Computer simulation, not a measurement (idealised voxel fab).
The following process module bears the name voxel self aligned contacts.
It is cross-section cut that appears here, measuring 235 nm in width, its square cells being 5 nm in size.
This document writes a cross-section as a grid whose cells are square, and gives it as bands, listed from the top down; one or more rows of cells form a band. The band entry comprises the height of the band's top followed by the height of its bottom, expressed in nm, and subsequently the band's materials from left to right, each stated together with its width in nm. Where a single material is marked with the word "everywhere", that material fills the band from edge to edge. The word "empty" represents empty space. Note: height 0 marks the level under which the wafer is uniformly one material as received. Lowest band unbounded below, written "0 nm and below". The two numbers in a width such as "30..40" mark its ends across the band: the first belongs to the top row of cells, the second to the bottom row, and from each row to the next the width moves by the same amount. "no modifications" (step): cross-section cells unchanged, all of them. Listed in "Entrapped void list": every empty space of 8 or more cells without an open way to the top. Form: width x height at distance, the distance being from the left edge, all in nm. Step line, after settings: the simulator's comment on this step. When a step includes a mask, the "overlay nm" setting on its line states how far to the right of its planned place that mask lay, and negative values state how far to the left.
**Steps planned for the process**
1,RECEIVE with material Si
2,OXIDIZE with depth nm 5
3,DIRECTIONAL_DEP with material polySi, thk nm 20
4,DIRECTIONAL_DEP with material SiN, thk nm 20
5,MASKED_ETCH with tone cover, mask id GATE, width nm 30, pitch nm 70, etch materials SiN, depth nm 20, overlay nm 0
6,MASKED_ETCH with tone cover, mask id GATE, width nm 30, pitch nm 70, etch materials polySi, depth nm 20, overlay nm 0
7,CONFORMAL_DEP with material SiN, thk nm 10
8,DIRECTIONAL_ETCH with etch materials SiN, depth nm 10
9,FILL_DEP with material SiO2, thk nm 10
10,CMP with height nm 45
11,DIRECTIONAL_DEP with material aC, thk nm 10
12,PATTERN with tone open, mask id CONTACT, material resist, width nm 50, thk nm 30, overlay nm 0
13,DIRECTIONAL_ETCH with etch materials aC, depth nm 10
14,STRIP with etch materials resist
15,DIRECTIONAL_ETCH with etch materials SiO2, depth nm 50
16,STRIP with etch materials aC
17,CONFORMAL_DEP with material TiN, thk nm 5
18,FILL_DEP with material Ru, thk nm 10
19,CMP with height nm 45
20,CONFORMAL_DEP with material SiN, thk nm 5
**So, the first of our two wafers, run just as we planned it**
**As-received wafer cross-section (after step 1)**
  0 nm and below | Si everywhere
  Entrapped void list: none
**Take a look at the wafer's cross-section after step 2**
  0 nm to -5 nm | SiO2 everywhere
  Anything lower than -5 is untouched.
**Take a look at the wafer's cross-section after step 3**
  20 nm to 0 nm | polySi everywhere
  Anything lower than 0 is untouched.
**Take a look at the wafer's cross-section after step 4**
  40 nm to 20 nm | SiN everywhere
  Anything lower than 20 is untouched.
**Take a look at the wafer's cross-section after step 5**
  40 nm to 20 nm | empty=65 | SiN=30 | empty=40 | SiN=30 | empty=70
  Anything lower than 20 is untouched.
**Take a look at the wafer's cross-section after step 6**
  40 nm to 20 nm | empty=65 | SiN=30 | empty=40 | SiN=30 | empty=70
  20 nm to 0 nm | empty=65 | polySi=30 | empty=40 | polySi=30 | empty=70
  Anything lower than 0 is untouched.
**Take a look at the wafer's cross-section after step 7**
  50 nm to 20 nm | empty=55 | SiN=50 | empty=20 | SiN=50 | empty=60
  20 nm to 10 nm | empty=55 | SiN=10 | polySi=30 | SiN=10 | empty=20 | SiN=10 | polySi=30 | SiN=10 | empty=60
  10 nm to 0 nm | SiN=65 | polySi=30 | SiN=40 | polySi=30 | SiN=70
  Anything lower than 0 is untouched.
**Take a look at the wafer's cross-section after step 8**
  40 nm to 20 nm | empty=55 | SiN=50 | empty=20 | SiN=50 | empty=60
  20 nm to 0 nm | empty=55 | SiN=10 | polySi=30 | SiN=10 | empty=20 | SiN=10 | polySi=30 | SiN=10 | empty=60
  Anything lower than 0 is untouched.
**Take a look at the wafer's cross-section after step 9**
  50 nm to 40 nm | SiO2 everywhere
  40 nm to 20 nm | SiO2=55 | SiN=50 | SiO2=20 | SiN=50 | SiO2=60
  20 nm to 0 nm | SiO2=55 | SiN=10 | polySi=30 | SiN=10 | SiO2=20 | SiN=10 | polySi=30 | SiN=10 | SiO2=60
  Anything lower than 0 is untouched.
**Take a look at the wafer's cross-section after step 10**
  45 nm to 40 nm | SiO2 everywhere
  Anything lower than 40 is untouched.
**Take a look at the wafer's cross-section after step 11**
  55 nm to 45 nm | aC everywhere
  Anything lower than 45 is untouched.
**Take a look at the wafer's cross-section after step 12**
  85 nm to 55 nm | resist=90 | empty=50 | resist=95
  Anything lower than 55 is untouched.
**Take a look at the wafer's cross-section after step 13**
  75 nm to 55 nm | resist=90 | empty=50 | resist=95
  55 nm to 45 nm | aC=90 | empty=50 | aC=95
  Anything lower than 45 is untouched.
**Take a look at the wafer's cross-section after step 14**
  55 nm to 45 nm | aC=90 | empty=50 | aC=95
  Anything lower than 45 is untouched.
**Take a look at the wafer's cross-section after step 15**
  55 nm to 45 nm | aC=90 | empty=50 | aC=95
  45 nm to 40 nm | SiO2=90 | empty=50 | SiO2=95
  40 nm to 20 nm | SiO2=55 | SiN=50 | empty=20 | SiN=50 | SiO2=60
  20 nm to 0 nm | SiO2=55 | SiN=10 | polySi=30 | SiN=10 | empty=20 | SiN=10 | polySi=30 | SiN=10 | SiO2=60
  0 nm to -5 nm | SiO2=105 | empty=20 | SiO2=110
  Anything lower than -5 is untouched.
**Take a look at the wafer's cross-section after step 16**
  45 nm to 40 nm | SiO2=90 | empty=50 | SiO2=95
  Anything lower than 40 is untouched.
**Take a look at the wafer's cross-section after step 17**
  50 nm to 45 nm | TiN=95 | empty=40 | TiN=100
  45 nm to 40 nm | SiO2=90 | TiN=20 | empty=10 | TiN=20 | SiO2=95
  40 nm to 20 nm | SiO2=55 | SiN=50 | TiN=5 | empty=10 | TiN=5 | SiN=50 | SiO2=60
  20 nm to 0 nm | SiO2=55 | SiN=10 | polySi=30 | SiN=10 | TiN=5 | empty=10 | TiN=5 | SiN=10 | polySi=30 | SiN=10 | SiO2=60
  0 nm to -5 nm | SiO2=105 | TiN=20 | SiO2=110
  Anything lower than -5 is untouched.
**Take a look at the wafer's cross-section after step 18**
  60 nm to 50 nm | Ru everywhere
  50 nm to 45 nm | TiN=95 | Ru=40 | TiN=100
  45 nm to 40 nm | SiO2=90 | TiN=20 | Ru=10 | TiN=20 | SiO2=95
  40 nm to 20 nm | SiO2=55 | SiN=50 | TiN=5 | Ru=10 | TiN=5 | SiN=50 | SiO2=60
  20 nm to 0 nm | SiO2=55 | SiN=10 | polySi=30 | SiN=10 | TiN=5 | Ru=10 | TiN=5 | SiN=10 | polySi=30 | SiN=10 | SiO2=60
  Anything lower than 0 is untouched.
**Take a look at the wafer's cross-section after step 19**
  45 nm to 40 nm | SiO2=90 | TiN=20 | Ru=10 | TiN=20 | SiO2=95
  Anything lower than 40 is untouched.
**Take a look at the wafer's cross-section after step 20**
  50 nm to 45 nm | SiN everywhere
  Anything lower than 45 is untouched.
**For the second wafer, take the first wafer's start and plan, then add one mistake made in running it; everything through step 19, that step included, is shared with the first**
**Second wafer: cross-section at the scheduled end of step 20**
  50 nm to 45 nm | Ru everywhere
  Anything lower than 45 is untouched.
In executing the process, a mistake was made relative to the plan: in deviation from the planned setting, step 20 was conducted as CONFORMAL_DEP with material Ru, thk nm 5
Count the cells at the end and the second wafer has more or fewer of some materials than the first: 47 more of Ru | 47 fewer of SiN
